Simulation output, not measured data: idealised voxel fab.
The following process module bears the name voxel ribs on slabs.
Cross-section cut spans 175 nm and uses square cells 5 nm in size.
The cross-sections in this document take the form of a grid made of square cells. They are written out as bands, in order from top to bottom. Each band consists of one or more rows of cells. The entry gives the band's vertical extent as a top height and a bottom height in nm, then its horizontal make-up as materials from left to right, each with a width in nm. "air" stands for empty space; a single material marked "edge to edge" fills the band edge to edge. Measure heights from 0. That's the level where, below it, the as-received wafer is all one material. The lowest band is bottomless and extends downward; write it as in "from 0 down". The expression "30 to 40" gives the width at the extremes of the band, the first number at its top row of cells and the second at its bottom row, with the width changing by equal amounts from each row to the next in between. Take "nothing got changed" at face value: in the step it is given for, the cross-section changed in none of its cells. So "Cavities, sealed" is basically the list of trapped voids: any empty space of 8 cells or more that can't reach the top through an opening. They're written width x height at distance, the distance being from the left edge, and it's all nm. If you see something after the settings on a step's line, that's the simulator's own remark about that step. The line of a step may include "overlay nm". On a step with a mask, this value is how far to the right of its planned place the mask lay. A negative value means the mask lay to the left.

### Planned process steps
1 op RECEIVE | material Si
2 op DIRECTIONAL_DEP | material SiO2 | thk nm 20
3 op DIRECTIONAL_DEP | material polySi | thk nm 20
4 op PATTERN | tone cover | mask id RIB | material resist | width nm 20 | thk nm 20 | overlay nm 0
5 op DIRECTIONAL_ETCH | etch materials polySi | depth nm 10
6 op STRIP | etch materials resist
7 op MASKED_ETCH | tone cover | mask id SLAB | width nm 50 | etch materials polySi | depth nm 10 | overlay nm 0
8 op FILL_DEP | material SiO2 | thk nm 25
9 op CMP | height nm 60
10 op DIRECTIONAL_DEP | material TiN | thk nm 5
11 op MASKED_ETCH | tone cover | mask id HEATER | width nm 30 | etch materials TiN | depth nm 5 | overlay nm 0
12 op CONFORMAL_DEP | material SiN | thk nm 5

### First of two wafers, with the run carried out as planned

### Cross-section of the incoming wafer, state after step 1
> from 0 down = Si edge to edge
> Cavities, sealed: none

### Presented here is a cross-section of the wafer after step 2 has been performed
> from 20 to 0 = SiO2 edge to edge
> Below 0, no change.

### Presented here is a cross-section of the wafer after step 3 has been performed
> from 40 to 20 = polySi edge to edge
> Below 20, no change.

### Presented here is a cross-section of the wafer after step 4 has been performed
> from 60 to 40 = air (75), then resist (20), then air (80)
> Below 40, no change.

### Presented here is a cross-section of the wafer after step 5 has been performed
> from 60 to 40 = air (75), then resist (20), then air (80)
> from 40 to 30 = air (75), then polySi (20), then air (80)
> Below 30, no change.

### Presented here is a cross-section of the wafer after step 6 has been performed
> from 40 to 30 = air (75), then polySi (20), then air (80)
> Below 30, no change.

### Presented here is a cross-section of the wafer after step 7 has been performed
> from 40 to 30 = air (75), then polySi (20), then air (80)
> from 30 to 20 = air (60), then polySi (50), then air (65)
> Below 20, no change.

### Presented here is a cross-section of the wafer after step 8 has been performed
> from 65 to 40 = SiO2 edge to edge
> from 40 to 30 = SiO2 (75), then polySi (20), then SiO2 (80)
> from 30 to 20 = SiO2 (60), then polySi (50), then SiO2 (65)
> Below 20, no change.

### Presented here is a cross-section of the wafer after step 9 has been performed
> from 60 to 40 = SiO2 edge to edge
> Below 40, no change.

### Presented here is a cross-section of the wafer after step 10 has been performed
> from 65 to 60 = TiN edge to edge
> Below 60, no change.

### Presented here is a cross-section of the wafer after step 11 has been performed
> from 65 to 60 = air (70), then TiN (30), then air (75)
> Below 60, no change.

### Presented here is a cross-section of the wafer after step 12 has been performed
> from 70 to 65 = air (65), then SiN (40), then air (70)
> from 65 to 60 = SiN (70), then TiN (30), then SiN (75)
> Below 60, no change.

### Second of two: same start, same plan, one run error; steps up to and including 1 match the first

### Cross-section of the second wafer at the time step 2 of the plan should have ended
> from 20 to 0 = polySi edge to edge
> Below 0, no change.

### Cross-section of the second wafer at the time step 3 of the plan should have ended
> from 40 to 20 = SiO2 edge to edge
> Below 20, no change.

### Cross-section of the second wafer at the time step 4 of the plan should have ended
> from 60 to 40 = air (75), then resist (20), then air (80)
> Below 40, no change.

Cross-section of the second wafer at the time step 5 of the plan should have ended: nothing got changed

### Cross-section of the second wafer at the time step 6 of the plan should have ended
> from 40 to 20 = SiO2 edge to edge
> Below 20, no change.

Cross-section of the second wafer at the time step 7 of the plan should have ended: nothing got changed

### Cross-section of the second wafer at the time step 8 of the plan should have ended
> from 65 to 20 = SiO2 edge to edge
> Below 20, no change.

### Cross-section of the second wafer at the time step 9 of the plan should have ended
> from 60 to 20 = SiO2 edge to edge
> Below 20, no change.

### Cross-section of the second wafer at the time step 10 of the plan should have ended
> from 65 to 60 = TiN edge to edge
> Below 60, no change.

### Cross-section of the second wafer at the time step 11 of the plan should have ended
> from 65 to 60 = air (70), then TiN (30), then air (75)
> Below 60, no change.

### Cross-section of the second wafer at the time step 12 of the plan should have ended
> from 70 to 65 = air (65), then SiN (40), then air (70)
> from 65 to 60 = SiN (70), then TiN (30), then SiN (75)
> Below 60, no change.
Short version of what went wrong: the run placed steps 2 and 3 each in the position the plan gave to the other
Final wafer comparison in cells, second versus first, more or fewer per material: SiO2 -112, polySi +112
